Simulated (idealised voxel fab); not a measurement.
Proc. module: voxel transistor to metal
Xsec cut, 270 nm wide, square cell size 5 nm.
Notation: cross-section as square-cell grid; stated in bands, top first, going down; one or more cell rows per band.
Within each band entry, the heights of the top and of the bottom of the band appear first, in that order and in nm; the materials of the band then follow from left to right, each with its corresponding width in nm. The designation "edge to edge" on a single material indicates that it fills the band from edge to edge; the designation "empty" indicates empty space.
Heights are measured from 0, the level below which the as-received wafer is all one material; the lowest band has no bottom and continues downward, written as in "from 0 down".
It should be noted that a width expressed as "30..40" varies in equal increments from row to row of cells within the band, taking the value of the first number at the top row and that of the second number at the bottom row.
Given "same as before" for a step, no cell of the cross-section differs between before and after that step.
Enclosed voids (no open way to top), threshold 8 cells or more, entry "Encapsulated voids", notation width x height at distance, distance from left edge, nm.
The remark found on a step's line after its settings is issued by the simulator itself and pertains to that step.
overlay nm: mask right of planned place by this much (step with mask). Neg. = left.
### The following list gives the planned process steps
1 RECEIVE [material Si]
2 CONFORMAL_DEP [material SiO2] [thk nm 5]
3 CONFORMAL_DEP [material SiN] [thk nm 10]
4 PATTERN [tone cover] [mask id ACTIVE] [material resist] [width nm 95] [pitch nm 125] [thk nm 15] [overlay nm 0]
5 DIRECTIONAL_ETCH [etch materials SiN] [depth nm 10]
6 DIRECTIONAL_ETCH [etch materials SiO2] [depth nm 5]
7 DIRECTIONAL_ETCH [etch materials Si] [depth nm 20]
8 STRIP [etch materials resist]
9 FILL_DEP [material SiO2] [thk nm 15]
10 CMP [height nm 15]
11 SELECTIVE_ETCH [etch materials SiO2] [depth nm 5]
12 STRIP [etch materials SiN]
13 SELECTIVE_ETCH [etch materials SiO2] [depth nm 5]
14 OXIDIZE [depth nm 5]
15 DIRECTIONAL_DEP [material polySi] [thk nm 25]
16 DIRECTIONAL_DEP [material SiCN] [thk nm 15]
17 PATTERN [tone cover] [mask id GATE] [material resist] [width nm 25] [pitch nm 125] [thk nm 20] [overlay nm 0]
18 DIRECTIONAL_ETCH [etch materials SiCN] [depth nm 25]
19 DIRECTIONAL_ETCH [etch materials polySi] [depth nm 35]
20 STRIP [etch materials resist]
21 CONFORMAL_DEP [material SiO2] [thk nm 5]
22 DIRECTIONAL_ETCH [etch materials SiO2] [depth nm 5]
23 CONFORMAL_DEP [material SiN] [thk nm 5]
24 DIRECTIONAL_ETCH [etch materials SiN] [depth nm 5]
25 DIRECTIONAL_ETCH [etch materials SiO2] [depth nm 5]
26 DIRECTIONAL_ETCH [etch materials Si] [depth nm 10]
27 EPI [material nSi] [thk nm 10]
28 FILL_DEP [material SiO2] [thk nm 10]
29 CMP [height nm 40]
30 DIRECTIONAL_DEP [material SiO2] [thk nm 15]
31 DIRECTIONAL_DEP [material aC] [thk nm 10]
32 PATTERN [tone open] [mask id CONTACT] [material resist] [width nm 15] [thk nm 30] [overlay nm 0]
33 DIRECTIONAL_ETCH [etch materials aC] [depth nm 10]
34 STRIP [etch materials resist]
35 DIRECTIONAL_ETCH [etch materials SiO2] [depth nm 50]
36 STRIP [etch materials aC]
37 CONFORMAL_DEP [material TiN] [thk nm 5]
38 FILL_DEP [material W] [thk nm 10]
39 CMP [height nm 55]
40 CONFORMAL_DEP [material SiCN] [thk nm 5]
41 DIRECTIONAL_DEP [material SiO2] [thk nm 20]
42 DIRECTIONAL_DEP [material aC] [thk nm 15]
43 PATTERN [tone open] [mask id METAL_1] [material resist] [width nm 15] [thk nm 30] [overlay nm 0]
44 DIRECTIONAL_ETCH [etch materials aC] [depth nm 15]
45 STRIP [etch materials resist]
46 DIRECTIONAL_ETCH [etch materials SiO2] [depth nm 20]
47 DIRECTIONAL_ETCH [etch materials SiCN] [depth nm 5]
48 STRIP [etch materials aC]
49 CONFORMAL_DEP [material TiN] [thk nm 5]
50 FILL_DEP [material Cu] [thk nm 5]
51 CMP [height nm 80]
52 EPI [material Ru] [thk nm 5]
53 FILL_DEP [material SiCN] [thk nm 5]
### Cross-sectional view of the wafer in its as-received condition, corresponding to the state after step 1
  from 0 down: Si edge to edge
  Encapsulated voids: none
### The following cross-section depicts the wafer upon conclusion of the module. Processing commenced from the starting condition illustrated above and adhered to the plan illustrated above, save for one mistake in execution
  from 90 to 85: SiCN edge to edge
  from 85 to 80: SiCN=25; Ru=25; SiCN=45; Ru=25; SiCN=30; Ru=25; SiCN=45; Ru=25; SiCN=25
  from 80 to 60: SiO2=30; TiN=5; Cu=5; TiN=5; SiO2=55; TiN=5; Cu=5; TiN=5; SiO2=40; TiN=5; Cu=5; TiN=5; SiO2=55; TiN=5; Cu=5; TiN=5; SiO2=30
  from 60 to 55: SiCN=30; TiN=15; SiCN=55; TiN=15; SiCN=40; TiN=15; SiCN=55; TiN=15; SiCN=30
  from 55 to 40: SiO2=30; TiN=5; W=5; TiN=5; SiO2=55; TiN=5; W=5; TiN=5; SiO2=40; TiN=5; W=5; TiN=5; SiO2=55; TiN=5; W=5; TiN=5; SiO2=30
  from 40 to 25: SiO2=30; TiN=5; W=5; TiN=5; SiO2=5; SiN=5; SiO2=5; SiCN=25; SiO2=5; SiN=5; SiO2=5; TiN=5; W=5; TiN=5; SiO2=40; TiN=5; W=5; TiN=5; SiO2=5; SiN=5; SiO2=5; SiCN=25; SiO2=5; SiN=5; SiO2=5; TiN=5; W=5; TiN=5; SiO2=30
  from 25 to 10: SiO2=30; TiN=5; W=5; TiN=5; SiO2=5; SiN=5; SiO2=5; polySi=25; SiO2=5; SiN=5; SiO2=5; TiN=5; W=5; TiN=5; SiO2=40; TiN=5; W=5; TiN=5; SiO2=5; SiN=5; SiO2=5; polySi=25; SiO2=5; SiN=5; SiO2=5; TiN=5; W=5; TiN=5; SiO2=30
  from 10 to 5: SiO2=30; TiN=15; SiO2=5; SiN=5; SiO2=5; polySi=25; SiO2=5; SiN=5; SiO2=5; TiN=15; SiO2=40; TiN=15; SiO2=5; SiN=5; SiO2=5; polySi=25; SiO2=5; SiN=5; SiO2=5; TiN=15; SiO2=30
  from 5 to 0: SiO2=35; SiN=5; nSi=10; SiN=5; SiO2=5; polySi=25; SiO2=5; SiN=5; nSi=10; SiO2=10; nSi=10; SiN=5; SiO2=30; SiN=5; nSi=10; SiN=5; SiO2=5; polySi=25; SiO2=5; SiN=5; nSi=10; SiO2=10; nSi=10; SiN=5; SiO2=15
  from 0 to -5: SiO2=40; nSi=10; SiO2=45; nSi=10; SiO2=10; nSi=10; SiO2=40; nSi=10; SiO2=45; nSi=10; SiO2=10; nSi=10; SiO2=20
  from -5 to -15: SiO2=35; Si=5; nSi=10; Si=45; nSi=30; Si=5; SiO2=30; Si=5; nSi=10; Si=45; nSi=30; Si=5; SiO2=15
  from -15 to -20: SiO2=35; Si=95; SiO2=30; Si=95; SiO2=15
  from -20 down: Si edge to edge
  Encapsulated voids: none
what went wrong: heads up, step 4 didn't go per plan, it actually ran as PATTERN [tone cover] [mask id ACTIVE] [material resist] [width nm 95] [pitch nm 125] [thk nm 15] [overlay nm 10]
